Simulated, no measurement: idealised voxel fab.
The process module presented herein is designated voxel capacitor over wiring.
Square cells of 5 nm make up the cross-section cut, whose width is 255 nm.
Think of the cross-section as a grid of square cells. We describe it in bands, top to bottom, and each band covers one or more rows of those cells.
A band entry consists of two parts. The first gives the height of the band's top and the height of its bottom, in nm. The rest lists the band's materials from left to right, each with its width in nm. A single material labelled with the word "throughout" fills the band from edge to edge, and the word "empty" marks empty space.
The reference from which all heights are counted is 0, the level beneath which the as-received wafer is entirely one material; the lowest band, having no lower bound, proceeds downward and is written after the example "0 and below".
Width: "30..40" (first number = top row, second number = bottom row, same change from row to row of cells).
Step note "identical to before" = no cross-section cell changed.
Look at "Closed void list" for the closed voids: empty spaces with no open path to the top, sized 8 cells or up. Each is width x height at distance, distance from the left edge, all nm.
On a step's line, text after the settings is the simulator commenting on that step.
overlay nm: step with mask; distance mask lay right of planned place; negative value = left of planned place.

[Below is the list of planned process steps]
1,op RECEIVE | material Si
2,op CONFORMAL_DEP | material SiO2 | thk nm 10
3,op CONFORMAL_DEP | material SiCN | thk nm 5
4,op DIRECTIONAL_DEP | material SiO2 | thk nm 20
5,op PATTERN | tone open | mask id METAL_1 | material resist | width nm 30 | pitch nm 95 | thk nm 20 | overlay nm 0
6,op DIRECTIONAL_ETCH | etch materials SiO2 | depth nm 20
7,op DIRECTIONAL_ETCH | etch materials SiCN | depth nm 5
8,op STRIP | etch materials resist
9,op CONFORMAL_DEP | material TiN | thk nm 5
10,op FILL_DEP | material Ru | thk nm 5
11,op CMP | height nm 35
12,op CONFORMAL_DEP | material SiCN | thk nm 5
13,op DIRECTIONAL_DEP | material SiO2 | thk nm 15
14,op PATTERN | tone open | mask id PLUG_1 | material resist | width nm 15 | thk nm 20 | overlay nm 0
15,op DIRECTIONAL_ETCH | etch materials SiO2 | depth nm 15
16,op DIRECTIONAL_ETCH | etch materials SiCN | depth nm 5
17,op STRIP | etch materials resist
18,op EPI | material Ru | thk nm 10
19,op EPI | material Ru | thk nm 10
20,op DIRECTIONAL_DEP | material TiN | thk nm 10
21,op DIRECTIONAL_DEP | material HfO2 | thk nm 5
22,op DIRECTIONAL_DEP | material TiN | thk nm 10
23,op MASKED_ETCH | tone cover | mask id UPPER_PLATE | width nm 70 | etch materials TiN | depth nm 10 | overlay nm 0
24,op MASKED_ETCH | tone cover | mask id UPPER_PLATE | width nm 70 | etch materials HfO2 | depth nm 5 | overlay nm 0
25,op DIRECTIONAL_DEP | material aC | thk nm 15
26,op PATTERN | tone cover | mask id LOWER_PLATE | material resist | width nm 80 | thk nm 35 | overlay nm 0
27,op DIRECTIONAL_ETCH | etch materials aC | depth nm 15
28,op STRIP | etch materials resist
29,op DIRECTIONAL_ETCH | etch materials TiN | depth nm 10
30,op STRIP | etch materials aC
31,op FILL_DEP | material SiO2 | thk nm 15
32,op CMP | height nm 90
33,op DIRECTIONAL_DEP | material aC | thk nm 15
34,op PATTERN | tone open | mask id PLUG_2 | material resist | width nm 15 | thk nm 30 | overlay nm 0
35,op DIRECTIONAL_ETCH | etch materials aC | depth nm 15
36,op STRIP | etch materials resist
37,op DIRECTIONAL_ETCH | etch materials SiO2 | depth nm 10
38,op STRIP | etch materials aC
39,op CONFORMAL_DEP | material TiN | thk nm 5
40,op FILL_DEP | material W | thk nm 10
41,op CMP | height nm 90
42,op CONFORMAL_DEP | material SiN | thk nm 5

[Run as planned: first of two wafers]

[Cross-section, incoming material, after step 1]
	0 and below: Si throughout
	Closed void list: none

[Cross-section: wafer state after step 2]
	10 down to 0: SiO2 throughout
	Everything below 0 is unchanged.

[Cross-section: wafer state after step 3]
	15 down to 10: SiCN throughout
	Everything below 10 is unchanged.

[Cross-section: wafer state after step 4]
	35 down to 15: SiO2 throughout
	Everything below 15 is unchanged.

[Cross-section: wafer state after step 5]
	55 down to 35: 65 of resist  30 of empty  65 of resist  30 of empty  65 of resist
	Everything below 35 is unchanged.

[Cross-section: wafer state after step 6]
	55 down to 35: 65 of resist  30 of empty  65 of resist  30 of empty  65 of resist
	35 down to 15: 65 of SiO2  30 of empty  65 of SiO2  30 of empty  65 of SiO2
	Everything below 15 is unchanged.

[Cross-section: wafer state after step 7]
	55 down to 35: 65 of resist  30 of empty  65 of resist  30 of empty  65 of resist
	35 down to 15: 65 of SiO2  30 of empty  65 of SiO2  30 of empty  65 of SiO2
	15 down to 10: 65 of SiCN  30 of empty  65 of SiCN  30 of empty  65 of SiCN
	Everything below 10 is unchanged.

[Cross-section: wafer state after step 8]
	35 down to 15: 65 of SiO2  30 of empty  65 of SiO2  30 of empty  65 of SiO2
	Everything below 15 is unchanged.

[Cross-section: wafer state after step 9]
	40 down to 35: 70 of TiN  20 of empty  75 of TiN  20 of empty  70 of TiN
	35 down to 15: 65 of SiO2  5 of TiN  20 of empty  5 of TiN  65 of SiO2  5 of TiN  20 of empty  5 of TiN  65 of SiO2
	15 down to 10: 65 of SiCN  30 of TiN  65 of SiCN  30 of TiN  65 of SiCN
	Everything below 10 is unchanged.

[Cross-section: wafer state after step 10]
	45 down to 40: Ru throughout
	40 down to 35: 70 of TiN  20 of Ru  75 of TiN  20 of Ru  70 of TiN
	35 down to 15: 65 of SiO2  5 of TiN  20 of Ru  5 of TiN  65 of SiO2  5 of TiN  20 of Ru  5 of TiN  65 of SiO2
	Everything below 15 is unchanged.

[Cross-section: wafer state after step 11]
	35 down to 15: 65 of SiO2  5 of TiN  20 of Ru  5 of TiN  65 of SiO2  5 of TiN  20 of Ru  5 of TiN  65 of SiO2
	Everything below 15 is unchanged.

[Cross-section: wafer state after step 12]
	40 down to 35: SiCN throughout
	Everything below 35 is unchanged.

[Cross-section: wafer state after step 13]
	55 down to 40: SiO2 throughout
	Everything below 40 is unchanged.

[Cross-section: wafer state after step 14]
	75 down to 55: 80 of resist  15 of empty  160 of resist
	Everything below 55 is unchanged.

[Cross-section: wafer state after step 15]
	75 down to 55: 80 of resist  15 of empty  160 of resist
	55 down to 40: 80 of SiO2  15 of empty  160 of SiO2
	Everything below 40 is unchanged.

[Cross-section: wafer state after step 16]
	75 down to 55: 80 of resist  15 of empty  160 of resist
	55 down to 40: 80 of SiO2  15 of empty  160 of SiO2
	40 down to 35: 80 of SiCN  15 of empty  160 of SiCN
	Everything below 35 is unchanged.

[Cross-section: wafer state after step 17]
	55 down to 40: 80 of SiO2  15 of empty  160 of SiO2
	Everything below 40 is unchanged.

[Cross-section: wafer state after step 18]
	55 down to 45: 80 of SiO2  15 of empty  160 of SiO2
	45 down to 40: 80 of SiO2  15 of Ru  160 of SiO2
	40 down to 35: 80 of SiCN  15 of Ru  160 of SiCN
	Everything below 35 is unchanged.

[Cross-section: wafer state after step 19]
	55 down to 40: 80 of SiO2  15 of Ru  160 of SiO2
	Everything below 40 is unchanged.

[Cross-section: wafer state after step 20]
	65 down to 55: TiN throughout
	Everything below 55 is unchanged.

[Cross-section: wafer state after step 21]
	70 down to 65: HfO2 throughout
	Everything below 65 is unchanged.

[Cross-section: wafer state after step 22]
	80 down to 70: TiN throughout
	Everything below 70 is unchanged.

[Cross-section: wafer state after step 23]
	80 down to 70: 80 of empty  70 of TiN  105 of empty
	Everything below 70 is unchanged.

[Cross-section: wafer state after step 24]
	80 down to 70: 80 of empty  70 of TiN  105 of empty
	70 down to 65: 80 of empty  70 of HfO2  105 of empty
	Everything below 65 is unchanged.

[Cross-section: wafer state after step 25]
	95 down to 80: 80 of empty  70 of aC  105 of empty
	80 down to 70: 80 of aC  70 of TiN  105 of aC
	70 down to 65: 80 of aC  70 of HfO2  105 of aC
	Everything below 65 is unchanged.

[Cross-section: wafer state after step 26]
	130 down to 95: 75 of empty  80 of resist  100 of empty
	95 down to 80: 75 of empty  5 of resist  70 of aC  5 of resist  100 of empty
	Everything below 80 is unchanged.

[Cross-section: wafer state after step 27]
	115 down to 95: 75 of empty  80 of resist  100 of empty
	95 down to 80: 75 of empty  5 of resist  70 of aC  5 of resist  100 of empty
	80 down to 70: 75 of empty  5 of aC  70 of TiN  5 of aC  100 of empty
	70 down to 65: 75 of empty  5 of aC  70 of HfO2  5 of aC  100 of empty
	Everything below 65 is unchanged.

[Cross-section: wafer state after step 28]
	95 down to 80: 80 of empty  70 of aC  105 of empty
	Everything below 80 is unchanged.

[Cross-section: wafer state after step 29]
	95 down to 80: 80 of empty  70 of aC  105 of empty
	80 down to 70: 75 of empty  5 of aC  70 of TiN  5 of aC  100 of empty
	70 down to 65: 75 of empty  5 of aC  70 of HfO2  5 of aC  100 of empty
	65 down to 55: 75 of empty  80 of TiN  100 of empty
	Everything below 55 is unchanged.

[Cross-section: wafer state after step 30]
	80 down to 70: 80 of empty  70 of TiN  105 of empty
	70 down to 65: 80 of empty  70 of HfO2  105 of empty
	Everything below 65 is unchanged.

[Cross-section: wafer state after step 31]
	95 down to 80: SiO2 throughout
	80 down to 70: 80 of SiO2  70 of TiN  105 of SiO2
	70 down to 65: 80 of SiO2  70 of HfO2  105 of SiO2
	65 down to 55: 75 of SiO2  80 of TiN  100 of SiO2
	Everything below 55 is unchanged.

[Cross-section: wafer state after step 32]
	90 down to 80: SiO2 throughout
	Everything below 80 is unchanged.

[Cross-section: wafer state after step 33]
	105 down to 90: aC throughout
	Everything below 90 is unchanged.

[Cross-section: wafer state after step 34]
	135 down to 105: 90 of resist  15 of empty  150 of resist
	Everything below 105 is unchanged.

[Cross-section: wafer state after step 35]
	120 down to 105: 90 of resist  15 of empty  150 of resist
	105 down to 90: 90 of aC  15 of empty  150 of aC
	Everything below 90 is unchanged.

[Cross-section: wafer state after step 36]
	105 down to 90: 90 of aC  15 of empty  150 of aC
	Everything below 90 is unchanged.

[Cross-section: wafer state after step 37]
	105 down to 90: 90 of aC  15 of empty  150 of aC
	90 down to 80: 90 of SiO2  15 of empty  150 of SiO2
	Everything below 80 is unchanged.

[Cross-section: wafer state after step 38]
	90 down to 80: 90 of SiO2  15 of empty  150 of SiO2
	Everything below 80 is unchanged.

[Cross-section: wafer state after step 39]
	95 down to 90: 95 of TiN  5 of empty  155 of TiN
	90 down to 85: 90 of SiO2  5 of TiN  5 of empty  5 of TiN  150 of SiO2
	85 down to 80: 90 of SiO2  15 of TiN  150 of SiO2
	Everything below 80 is unchanged.

[Cross-section: wafer state after step 40]
	105 down to 95: W throughout
	95 down to 90: 95 of TiN  5 of W  155 of TiN
	90 down to 85: 90 of SiO2  5 of TiN  5 of W  5 of TiN  150 of SiO2
	Everything below 85 is unchanged.

[Cross-section: wafer state after step 41]
	90 down to 85: 90 of SiO2  5 of TiN  5 of W  5 of TiN  150 of SiO2
	Everything below 85 is unchanged.

[Cross-section: wafer state after step 42]
	95 down to 90: SiN throughout
	Everything below 90 is unchanged.

[Second wafer - shared start and plan with the first - one error in running - same as the first up to step 33 inclusive]

[X-section, second wafer, when step 34 was due to finish]
	135 down to 105: 90 of empty  15 of resist  150 of empty
	Everything below 105 is unchanged.

[X-section, second wafer, when step 35 was due to finish]
	120 down to 105: 90 of empty  15 of resist  150 of empty
	105 down to 90: 90 of empty  15 of aC  150 of empty
	Everything below 90 is unchanged.

[X-section, second wafer, when step 36 was due to finish]
	105 down to 90: 90 of empty  15 of aC  150 of empty
	Everything below 90 is unchanged.

[X-section, second wafer, when step 37 was due to finish]
	105 down to 90: 90 of empty  15 of aC  150 of empty
	90 down to 80: 90 of empty  15 of SiO2  150 of empty
	Everything below 80 is unchanged.

[X-section, second wafer, when step 38 was due to finish]
	90 down to 80: 90 of empty  15 of SiO2  150 of empty
	Everything below 80 is unchanged.

[X-section, second wafer, when step 39 was due to finish]
	95 down to 90: 85 of empty  25 of TiN  145 of empty
	90 down to 85: 85 of empty  5 of TiN  15 of SiO2  5 of TiN  145 of empty
	85 down to 80: 90 of TiN  15 of SiO2  150 of TiN
	Everything below 80 is unchanged.

[X-section, second wafer, when step 40 was due to finish]
	105 down to 95: W throughout
	95 down to 90: 85 of W  25 of TiN  145 of W
	90 down to 85: 85 of W  5 of TiN  15 of SiO2  5 of TiN  145 of W
	Everything below 85 is unchanged.

[X-section, second wafer, when step 41 was due to finish]
	90 down to 85: 85 of W  5 of TiN  15 of SiO2  5 of TiN  145 of W
	Everything below 85 is unchanged.

[X-section, second wafer, when step 42 was due to finish]
	95 down to 90: SiN throughout
	Everything below 90 is unchanged.
Run error: step 34 deviated from plan and actually ran as op PATTERN | tone cover | mask id PLUG_2 | material resist | width nm 15 | thk nm 30 | overlay nm 0
Final wafer comparison in cells, second versus first, more or fewer per material: SiO2: 90 fewer; TiN: 45 more; W: 45 more
